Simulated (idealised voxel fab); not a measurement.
process module | voxel wiring stack
cross-section cut | 255 nm wide | cells 5 nm
A cross-section is a grid of square cells, given in bands from the top down. A band is one or more rows of cells.
Each band's line starts with the height of the band's top and of its bottom, in nm. Then come its materials from left to right, each with its width in nm. One material with "throughout" fills the band from edge to edge. "air" is empty space.
Height 0 is the level under which the wafer as received is all one material. The lowest band goes on downwards, as in "0 down".
A width such as "30 to 40" changes by the same amount from each row of cells to the next, from the band's top row to its bottom row.
"no change" after a step means that no cell of the cross-section changed.
closed voids: empty space of 8 cells or more with no open way to the top, each as width x height at its distance from the left edge, in nm
after a step's settings: what the simulator itself notes on the step
overlay nm, on a step with a mask: how far to the right of its planned place the mask lay; to the left if negative
plan
1 op RECEIVE | material Si
2 op CONFORMAL_DEP | material SiO2 | thk nm 10
3 op CONFORMAL_DEP | material SiCN | thk nm 5
4 op DIRECTIONAL_DEP | material SiO2 | thk nm 20
5 op DIRECTIONAL_DEP | material aC | thk nm 10
6 op PATTERN | tone open | mask id METAL_1 | material resist | width nm 30 | pitch nm 55 | thk nm 30 | overlay nm 0
7 op DIRECTIONAL_ETCH | etch materials aC | depth nm 10
8 op STRIP | etch materials resist
9 op DIRECTIONAL_ETCH | etch materials SiO2 | depth nm 20
10 op DIRECTIONAL_ETCH | etch materials SiCN | depth nm 5
11 op STRIP | etch materials aC
12 op CONFORMAL_DEP | material TiN | thk nm 5
13 op FILL_DEP | material Ru | thk nm 10
14 op CMP | height nm 35
15 op CONFORMAL_DEP | material SiCN | thk nm 5
16 op DIRECTIONAL_DEP | material lowk | thk nm 20
17 op DIRECTIONAL_DEP | material aC | thk nm 15
18 op PATTERN | tone open | mask id PLUG_1 | material resist | width nm 15 | thk nm 35 | overlay nm 0
19 op DIRECTIONAL_ETCH | etch materials aC | depth nm 15
20 op STRIP | etch materials resist
21 op DIRECTIONAL_ETCH | etch materials lowk | depth nm 20
22 op DIRECTIONAL_ETCH | etch materials SiCN | depth nm 5
23 op STRIP | etch materials aC
24 op CONFORMAL_DEP | material TiN | thk nm 5
25 op FILL_DEP | material Cu | thk nm 10
26 op CMP | height nm 60
27 op CONFORMAL_DEP | material SiN | thk nm 5
28 op DIRECTIONAL_DEP | material SiO2 | thk nm 25
29 op MASKED_ETCH | tone open | mask id METAL_2 | width nm 30 | pitch nm 55 | etch materials SiO2 | depth nm 25 | overlay nm 0
30 op MASKED_ETCH | tone open | mask id METAL_2 | width nm 30 | pitch nm 55 | etch materials SiN | depth nm 5 | overlay nm 0
31 op CONFORMAL_DEP | material TiN | thk nm 5
32 op FILL_DEP | material Ru | thk nm 5
33 op CMP | height nm 90
34 op CONFORMAL_DEP | material SiN | thk nm 5
as received, after step 1
  0 down: Si throughout
  closed voids: none
a wafer at the end: this start, this plan, one mistake
  95 to 90: SiN throughout
  90 to 70: SiO2 85 | TiN 5 | Ru 20 | TiN 5 | SiO2 25 | TiN 5 | Ru 20 | TiN 5 | SiO2 85
  70 to 65: SiO2 85 | TiN 10 | Ru 10 | TiN 10 | SiO2 25 | TiN 10 | Ru 10 | TiN 10 | SiO2 85
  65 to 60: SiN 90 | TiN 20 | SiN 35 | TiN 20 | SiN 90
  60 to 40: lowk 85 | TiN 5 | Cu 5 | TiN 5 | lowk 155
  40 to 35: SiCN 85 | TiN 15 | SiCN 155
  35 to 15: SiO2 85 | TiN 5 | Ru 20 | TiN 5 | SiO2 25 | TiN 5 | Ru 20 | TiN 5 | SiO2 85
  15 to 10: SiCN 85 | TiN 30 | SiCN 25 | TiN 30 | SiCN 85
  10 to 0: SiO2 throughout
  0 down: Si throughout
  closed voids: none
what went wrong: step 30 ran as: op MASKED_ETCH | tone open | mask id METAL_2 | width nm 20 | pitch nm 55 | etch materials SiN | depth nm 5 | overlay nm 0
